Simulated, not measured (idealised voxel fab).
process module | voxel capacitor over wiring
cross-section cut | 270 nm wide | cells 5 nm
A cross-section is a grid of square cells, given in bands from the top down. A band is one or more rows of cells.
Each band's line starts with the height of the band's top and of its bottom, in nm. Then come its materials from left to right, each with its width in nm. One material with "throughout" fills the band from edge to edge. "air" is empty space.
Height 0 is the level under which the wafer as received is all one material. The lowest band goes on downwards, as in "0 down".
A width such as "30 to 40" changes by the same amount from each row of cells to the next, from the band's top row to its bottom row.
"no change" after a step means that no cell of the cross-section changed.
closed voids: empty space of 8 cells or more with no open way to the top, each as width x height at its distance from the left edge, in nm
after a step's settings: what the simulator itself notes on the step
overlay nm, on a step with a mask: how far to the right of its planned place the mask lay; to the left if negative
plan
1 op RECEIVE | material Si
2 op CONFORMAL_DEP | material SiO2 | thk nm 15
3 op DIRECTIONAL_DEP | material TiN | thk nm 5
4 op DIRECTIONAL_DEP | material Ru | thk nm 25
5 op PATTERN | tone cover | mask id METAL_1 | material resist | width nm 20 | pitch nm 75 | thk nm 15 | overlay nm 0
6 op DIRECTIONAL_ETCH | etch materials Ru | depth nm 25
7 op DIRECTIONAL_ETCH | etch materials TiN | depth nm 5
8 op STRIP | etch materials resist
9 op CONFORMAL_DEP | material SiN | thk nm 5
10 op FILL_DEP | material lowk | thk nm 10
11 op CMP | height nm 45
12 op CONFORMAL_DEP | material SiCN | thk nm 5
13 op DIRECTIONAL_DEP | material lowk | thk nm 10
14 op DIRECTIONAL_DEP | material aC | thk nm 10
15 op PATTERN | tone open | mask id PLUG_1 | material resist | width nm 15 | thk nm 25 | overlay nm 0
16 op DIRECTIONAL_ETCH | etch materials aC | depth nm 10
17 op STRIP | etch materials resist
18 op DIRECTIONAL_ETCH | etch materials lowk | depth nm 10
19 op DIRECTIONAL_ETCH | etch materials SiCN | depth nm 5
20 op STRIP | etch materials aC
21 op CONFORMAL_DEP | material TiN | thk nm 5
22 op FILL_DEP | material Ru | thk nm 10
23 op CMP | height nm 60
24 op DIRECTIONAL_DEP | material TiN | thk nm 10
25 op DIRECTIONAL_DEP | material SiN | thk nm 5
26 op DIRECTIONAL_DEP | material TiN | thk nm 10
27 op PATTERN | tone cover | mask id UPPER_PLATE | material resist | width nm 60 | thk nm 20 | overlay nm 0
28 op DIRECTIONAL_ETCH | etch materials TiN | depth nm 10
29 op DIRECTIONAL_ETCH | etch materials SiN | depth nm 5
30 op STRIP | etch materials resist
31 op MASKED_ETCH | tone cover | mask id LOWER_PLATE | width nm 70 | etch materials TiN | depth nm 10 | overlay nm 0
32 op FILL_DEP | material SiO2 | thk nm 20
33 op CMP | height nm 100
34 op DIRECTIONAL_DEP | material aC | thk nm 10
35 op PATTERN | tone open | mask id PLUG_2 | material resist | width nm 15 | thk nm 25 | overlay nm 0
36 op DIRECTIONAL_ETCH | etch materials aC | depth nm 10
37 op STRIP | etch materials resist
38 op DIRECTIONAL_ETCH | etch materials SiO2 | depth nm 15
39 op STRIP | etch materials aC
40 op CONFORMAL_DEP | material TiN | thk nm 5
41 op FILL_DEP | material Ru | thk nm 10
42 op CMP | height nm 100
43 op CONFORMAL_DEP | material SiN | thk nm 5
first wafer, as planned
as received, after step 1
  0 down: Si throughout
  closed voids: none
after step 2
  15 to 0: SiO2 throughout
  below 0: unchanged
after step 3
  20 to 15: TiN throughout
  below 15: unchanged
after step 4
  45 to 20: Ru throughout
  below 20: unchanged
after step 5
  60 to 45: air 85 | resist 20 | air 55 | resist 20 | air 90
  below 45: unchanged
after step 6
  60 to 45: air 85 | resist 20 | air 55 | resist 20 | air 90
  45 to 20: air 85 | Ru 20 | air 55 | Ru 20 | air 90
  below 20: unchanged
after step 7
  60 to 45: air 85 | resist 20 | air 55 | resist 20 | air 90
  45 to 20: air 85 | Ru 20 | air 55 | Ru 20 | air 90
  20 to 15: air 85 | TiN 20 | air 55 | TiN 20 | air 90
  below 15: unchanged
after step 8
  45 to 20: air 85 | Ru 20 | air 55 | Ru 20 | air 90
  below 20: unchanged
after step 9
  50 to 45: air 80 | SiN 30 | air 45 | SiN 30 | air 85
  45 to 20: air 80 | SiN 5 | Ru 20 | SiN 5 | air 45 | SiN 5 | Ru 20 | SiN 5 | air 85
  20 to 15: SiN 85 | TiN 20 | SiN 55 | TiN 20 | SiN 90
  below 15: unchanged
after step 10
  60 to 50: lowk throughout
  50 to 45: lowk 80 | SiN 30 | lowk 45 | SiN 30 | lowk 85
  45 to 20: lowk 80 | SiN 5 | Ru 20 | SiN 5 | lowk 45 | SiN 5 | Ru 20 | SiN 5 | lowk 85
  below 20: unchanged
after step 11
  45 to 20: lowk 80 | SiN 5 | Ru 20 | SiN 5 | lowk 45 | SiN 5 | Ru 20 | SiN 5 | lowk 85
  below 20: unchanged
after step 12
  50 to 45: SiCN throughout
  below 45: unchanged
after step 13
  60 to 50: lowk throughout
  below 50: unchanged
after step 14
  70 to 60: aC throughout
  below 60: unchanged
after step 15
  95 to 70: resist 90 | air 15 | resist 165
  below 70: unchanged
after step 16
  85 to 70: resist 90 | air 15 | resist 165
  70 to 60: aC 90 | air 15 | aC 165
  below 60: unchanged
after step 17
  70 to 60: aC 90 | air 15 | aC 165
  below 60: unchanged
after step 18
  70 to 60: aC 90 | air 15 | aC 165
  60 to 50: lowk 90 | air 15 | lowk 165
  below 50: unchanged
after step 19
  70 to 60: aC 90 | air 15 | aC 165
  60 to 50: lowk 90 | air 15 | lowk 165
  50 to 45: SiCN 90 | air 15 | SiCN 165
  below 45: unchanged
after step 20
  60 to 50: lowk 90 | air 15 | lowk 165
  below 50: unchanged
after step 21
  65 to 60: TiN 95 | air 5 | TiN 170
  60 to 50: lowk 90 | TiN 5 | air 5 | TiN 5 | lowk 165
  50 to 45: SiCN 90 | TiN 15 | SiCN 165
  below 45: unchanged
after step 22
  75 to 65: Ru throughout
  65 to 60: TiN 95 | Ru 5 | TiN 170
  60 to 50: lowk 90 | TiN 5 | Ru 5 | TiN 5 | lowk 165
  below 50: unchanged
after step 23
  60 to 50: lowk 90 | TiN 5 | Ru 5 | TiN 5 | lowk 165
  below 50: unchanged
after step 24
  70 to 60: TiN throughout
  below 60: unchanged
after step 25
  75 to 70: SiN throughout
  below 70: unchanged
after step 26
  85 to 75: TiN throughout
  below 75: unchanged
after step 27
  105 to 85: air 90 | resist 60 | air 120
  below 85: unchanged
after step 28
  105 to 85: air 90 | resist 60 | air 120
  85 to 75: air 90 | TiN 60 | air 120
  below 75: unchanged
after step 29
  105 to 85: air 90 | resist 60 | air 120
  85 to 75: air 90 | TiN 60 | air 120
  75 to 70: air 90 | SiN 60 | air 120
  below 70: unchanged
after step 30
  85 to 75: air 90 | TiN 60 | air 120
  below 75: unchanged
after step 31
  85 to 75: air 90 | TiN 60 | air 120
  75 to 70: air 90 | SiN 60 | air 120
  70 to 60: air 85 | TiN 70 | air 115
  below 60: unchanged
after step 32
  105 to 85: SiO2 throughout
  85 to 75: SiO2 90 | TiN 60 | SiO2 120
  75 to 70: SiO2 90 | SiN 60 | SiO2 120
  70 to 60: SiO2 85 | TiN 70 | SiO2 115
  below 60: unchanged
after step 33
  100 to 85: SiO2 throughout
  below 85: unchanged
after step 34
  110 to 100: aC throughout
  below 100: unchanged
after step 35
  135 to 110: resist 100 | air 15 | resist 155
  below 110: unchanged
after step 36
  125 to 110: resist 100 | air 15 | resist 155
  110 to 100: aC 100 | air 15 | aC 155
  below 100: unchanged
after step 37
  110 to 100: aC 100 | air 15 | aC 155
  below 100: unchanged
after step 38
  110 to 100: aC 100 | air 15 | aC 155
  100 to 85: SiO2 100 | air 15 | SiO2 155
  below 85: unchanged
after step 39
  100 to 85: SiO2 100 | air 15 | SiO2 155
  below 85: unchanged
after step 40
  105 to 100: TiN 105 | air 5 | TiN 160
  100 to 90: SiO2 100 | TiN 5 | air 5 | TiN 5 | SiO2 155
  90 to 85: SiO2 100 | TiN 15 | SiO2 155
  below 85: unchanged
after step 41
  115 to 105: Ru throughout
  105 to 100: TiN 105 | Ru 5 | TiN 160
  100 to 90: SiO2 100 | TiN 5 | Ru 5 | TiN 5 | SiO2 155
  below 90: unchanged
after step 42
  100 to 90: SiO2 100 | TiN 5 | Ru 5 | TiN 5 | SiO2 155
  below 90: unchanged
after step 43
  105 to 100: SiN throughout
  below 100: unchanged
second wafer: like start, like plan, one mistake. Through step 25 it matches the first wafer
when step 26 should have ended
  80 to 75: TiN throughout
  below 75: unchanged
when step 27 should have ended
  100 to 80: air 90 | resist 60 | air 120
  below 80: unchanged
when step 28 should have ended
  100 to 80: air 90 | resist 60 | air 120
  80 to 75: air 90 | TiN 60 | air 120
  below 75: unchanged
when step 29 should have ended
  100 to 80: air 90 | resist 60 | air 120
  80 to 75: air 90 | TiN 60 | air 120
  75 to 70: air 90 | SiN 60 | air 120
  below 70: unchanged
when step 30 should have ended
  80 to 75: air 90 | TiN 60 | air 120
  below 75: unchanged
when step 31 should have ended
  80 to 75: air 90 | TiN 60 | air 120
  75 to 70: air 90 | SiN 60 | air 120
  70 to 60: air 85 | TiN 70 | air 115
  below 60: unchanged
when step 32 should have ended
  100 to 80: SiO2 throughout
  80 to 75: SiO2 90 | TiN 60 | SiO2 120
  75 to 70: SiO2 90 | SiN 60 | SiO2 120
  70 to 60: SiO2 85 | TiN 70 | SiO2 115
  below 60: unchanged
when step 33 should have ended: no change
when step 34 should have ended
  110 to 100: aC throughout
  below 100: unchanged
when step 35 should have ended
  135 to 110: resist 100 | air 15 | resist 155
  below 110: unchanged
when step 36 should have ended
  125 to 110: resist 100 | air 15 | resist 155
  110 to 100: aC 100 | air 15 | aC 155
  below 100: unchanged
when step 37 should have ended
  110 to 100: aC 100 | air 15 | aC 155
  below 100: unchanged
when step 38 should have ended
  110 to 100: aC 100 | air 15 | aC 155
  100 to 85: SiO2 100 | air 15 | SiO2 155
  below 85: unchanged
when step 39 should have ended
  100 to 85: SiO2 100 | air 15 | SiO2 155
  below 85: unchanged
when step 40 should have ended
  105 to 100: TiN 105 | air 5 | TiN 160
  100 to 90: SiO2 100 | TiN 5 | air 5 | TiN 5 | SiO2 155
  90 to 85: SiO2 100 | TiN 15 | SiO2 155
  below 85: unchanged
when step 41 should have ended
  115 to 105: Ru throughout
  105 to 100: TiN 105 | Ru 5 | TiN 160
  100 to 90: SiO2 100 | TiN 5 | Ru 5 | TiN 5 | SiO2 155
  below 90: unchanged
when step 42 should have ended
  100 to 90: SiO2 100 | TiN 5 | Ru 5 | TiN 5 | SiO2 155
  below 90: unchanged
when step 43 should have ended
  105 to 100: SiN throughout
  below 100: unchanged
what went wrong: step 26 ran as: op DIRECTIONAL_DEP | material TiN | thk nm 5
at the end the second wafer has, in cells: 12 more of SiO2 | 12 fewer of TiN
